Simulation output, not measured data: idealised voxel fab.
Process module name: voxel spacer lines
Cross-section cut spans 175 nm and uses square cells 5 nm in size.
Reading order for cross-sections: top band down to bottom band. Underlying form: a grid of square cells. Band size: one or more rows of cells. For a band, the entry starts with two heights in nm, that of the top and then that of the bottom, and carries on with the band's materials in order from left to right, each alongside its width in nm; the word "throughout" beside a single material means it fills the band edge to edge, and "air" means empty space. A quick word on heights: they are counted from 0, and under that level the wafer as it came to us is one material throughout. The lowest band is different from the rest in having no bottom; it simply continues downward, written as in "0 nm and below". A width given as "30->40" starts at the first number in the band's top row and ends at the second number in its bottom row, shifting by an equal amount at every step from row to row. "changes: none" (step): cross-section cells unchanged, all of them. Closed void inventory: empty space of 8 cells or more with no open way to the top, each as width x height at its distance from the left edge, in nm. Past the settings on a step's line: simulator remark, on that step. A step line may carry the setting "overlay nm", which, for steps involving a mask, states the distance by which the mask lay to the right of its intended position; negative values denote displacement to the left.
## Steps in the process plan
1: RECEIVE | material Si
2: CONFORMAL_DEP | material Al2O3 | thk nm 5
3: DIRECTIONAL_DEP | material SiN | thk nm 10
4: DIRECTIONAL_DEP | material polySi | thk nm 30
5: PATTERN | tone cover | mask id MANDREL | material resist | width nm 15 | pitch nm 50 | thk nm 35 | overlay nm 0
6: DIRECTIONAL_ETCH | etch materials polySi | depth nm 30
7: STRIP | etch materials resist
8: CONFORMAL_DEP | material SiO2 | thk nm 10
9: DIRECTIONAL_ETCH | etch materials SiO2 | depth nm 10
10: STRIP | etch materials polySi
11: DIRECTIONAL_ETCH | etch materials SiN | depth nm 10
12: STRIP | etch materials SiO2
13: FILL_DEP | material SiO2 | thk nm 5
14: CMP | height nm 15
## The first of two wafers, run as planned
## So this is the incoming wafer in cross-section - it's already been through step 1
	0 nm and below: Si throughout
	Closed void inventory: none
## The wafer in cross-section once step 2 is complete
	5 nm to 0 nm: Al2O3 throughout
	Whatever lies below 0 is exactly as it was before.
## The wafer in cross-section once step 3 is complete
	15 nm to 5 nm: SiN throughout
	Whatever lies below 5 is exactly as it was before.
## The wafer in cross-section once step 4 is complete
	45 nm to 15 nm: polySi throughout
	Whatever lies below 15 is exactly as it was before.
## The wafer in cross-section once step 5 is complete
	80 nm to 45 nm: air 55 / resist 15 / air 35 / resist 15 / air 55
	Whatever lies below 45 is exactly as it was before.
## The wafer in cross-section once step 6 is complete
	80 nm to 45 nm: air 55 / resist 15 / air 35 / resist 15 / air 55
	45 nm to 15 nm: air 55 / polySi 15 / air 35 / polySi 15 / air 55
	Whatever lies below 15 is exactly as it was before.
## The wafer in cross-section once step 7 is complete
	45 nm to 15 nm: air 55 / polySi 15 / air 35 / polySi 15 / air 55
	Whatever lies below 15 is exactly as it was before.
## The wafer in cross-section once step 8 is complete
	55 nm to 45 nm: air 45 / SiO2 35 / air 15 / SiO2 35 / air 45
	45 nm to 25 nm: air 45 / SiO2 10 / polySi 15 / SiO2 10 / air 15 / SiO2 10 / polySi 15 / SiO2 10 / air 45
	25 nm to 15 nm: SiO2 55 / polySi 15 / SiO2 35 / polySi 15 / SiO2 55
	Whatever lies below 15 is exactly as it was before.
## The wafer in cross-section once step 9 is complete
	45 nm to 15 nm: air 45 / SiO2 10 / polySi 15 / SiO2 10 / air 15 / SiO2 10 / polySi 15 / SiO2 10 / air 45
	Whatever lies below 15 is exactly as it was before.
## The wafer in cross-section once step 10 is complete
	45 nm to 15 nm: air 45 / SiO2 10 / air 15 / SiO2 10 / air 15 / SiO2 10 / air 15 / SiO2 10 / air 45
	Whatever lies below 15 is exactly as it was before.
## The wafer in cross-section once step 11 is complete
	45 nm to 15 nm: air 45 / SiO2 10 / air 15 / SiO2 10 / air 15 / SiO2 10 / air 15 / SiO2 10 / air 45
	15 nm to 5 nm: air 45 / SiN 10 / air 15 / SiN 10 / air 15 / SiN 10 / air 15 / SiN 10 / air 45
	Whatever lies below 5 is exactly as it was before.
## The wafer in cross-section once step 12 is complete
	15 nm to 5 nm: air 45 / SiN 10 / air 15 / SiN 10 / air 15 / SiN 10 / air 15 / SiN 10 / air 45
	Whatever lies below 5 is exactly as it was before.
## The wafer in cross-section once step 13 is complete
	20 nm to 15 nm: SiO2 throughout
	15 nm to 5 nm: SiO2 45 / SiN 10 / SiO2 15 / SiN 10 / SiO2 15 / SiN 10 / SiO2 15 / SiN 10 / SiO2 45
	Whatever lies below 5 is exactly as it was before.
## The wafer in cross-section once step 14 is complete
	15 nm to 5 nm: SiO2 45 / SiN 10 / SiO2 15 / SiN 10 / SiO2 15 / SiN 10 / SiO2 15 / SiN 10 / SiO2 45
	Whatever lies below 5 is exactly as it was before.
## Now the other wafer: same start, same recipe, but we messed up one thing when running it. Up to and including step 1 it's the same as the first one
Second wafer shown in cross-section at the time step 2 was slated to end: changes: none
## Second wafer shown in cross-section at the time step 3 was slated to end
	10 nm to 0 nm: SiN throughout
	Whatever lies below 0 is exactly as it was before.
## Second wafer shown in cross-section at the time step 4 was slated to end
	40 nm to 10 nm: polySi throughout
	Whatever lies below 10 is exactly as it was before.
## Second wafer shown in cross-section at the time step 5 was slated to end
	75 nm to 40 nm: air 55 / resist 15 / air 35 / resist 15 / air 55
	Whatever lies below 40 is exactly as it was before.
## Second wafer shown in cross-section at the time step 6 was slated to end
	75 nm to 40 nm: air 55 / resist 15 / air 35 / resist 15 / air 55
	40 nm to 10 nm: air 55 / polySi 15 / air 35 / polySi 15 / air 55
	Whatever lies below 10 is exactly as it was before.
## Second wafer shown in cross-section at the time step 7 was slated to end
	40 nm to 10 nm: air 55 / polySi 15 / air 35 / polySi 15 / air 55
	Whatever lies below 10 is exactly as it was before.
## Second wafer shown in cross-section at the time step 8 was slated to end
	50 nm to 40 nm: air 45 / SiO2 35 / air 15 / SiO2 35 / air 45
	40 nm to 20 nm: air 45 / SiO2 10 / polySi 15 / SiO2 10 / air 15 / SiO2 10 / polySi 15 / SiO2 10 / air 45
	20 nm to 10 nm: SiO2 55 / polySi 15 / SiO2 35 / polySi 15 / SiO2 55
	Whatever lies below 10 is exactly as it was before.
## Second wafer shown in cross-section at the time step 9 was slated to end
	40 nm to 10 nm: air 45 / SiO2 10 / polySi 15 / SiO2 10 / air 15 / SiO2 10 / polySi 15 / SiO2 10 / air 45
	Whatever lies below 10 is exactly as it was before.
## Second wafer shown in cross-section at the time step 10 was slated to end
	40 nm to 10 nm: air 45 / SiO2 10 / air 15 / SiO2 10 / air 15 / SiO2 10 / air 15 / SiO2 10 / air 45
	Whatever lies below 10 is exactly as it was before.
## Second wafer shown in cross-section at the time step 11 was slated to end
	40 nm to 10 nm: air 45 / SiO2 10 / air 15 / SiO2 10 / air 15 / SiO2 10 / air 15 / SiO2 10 / air 45
	10 nm to 0 nm: air 45 / SiN 10 / air 15 / SiN 10 / air 15 / SiN 10 / air 15 / SiN 10 / air 45
	Whatever lies below 0 is exactly as it was before.
## Second wafer shown in cross-section at the time step 12 was slated to end
	10 nm to 0 nm: air 45 / SiN 10 / air 15 / SiN 10 / air 15 / SiN 10 / air 15 / SiN 10 / air 45
	Whatever lies below 0 is exactly as it was before.
## Second wafer shown in cross-section at the time step 13 was slated to end
	15 nm to 10 nm: SiO2 throughout
	10 nm to 0 nm: SiO2 45 / SiN 10 / SiO2 15 / SiN 10 / SiO2 15 / SiN 10 / SiO2 15 / SiN 10 / SiO2 45
	Whatever lies below 0 is exactly as it was before.
Second wafer shown in cross-section at the time step 14 was slated to end: changes: none
Processing error: plan step 2: skipped, not run
The closing comparison, in cells, has the second wafer with more or fewer of some materials than the first: Al2O3: 35 fewer, SiO2: 35 more
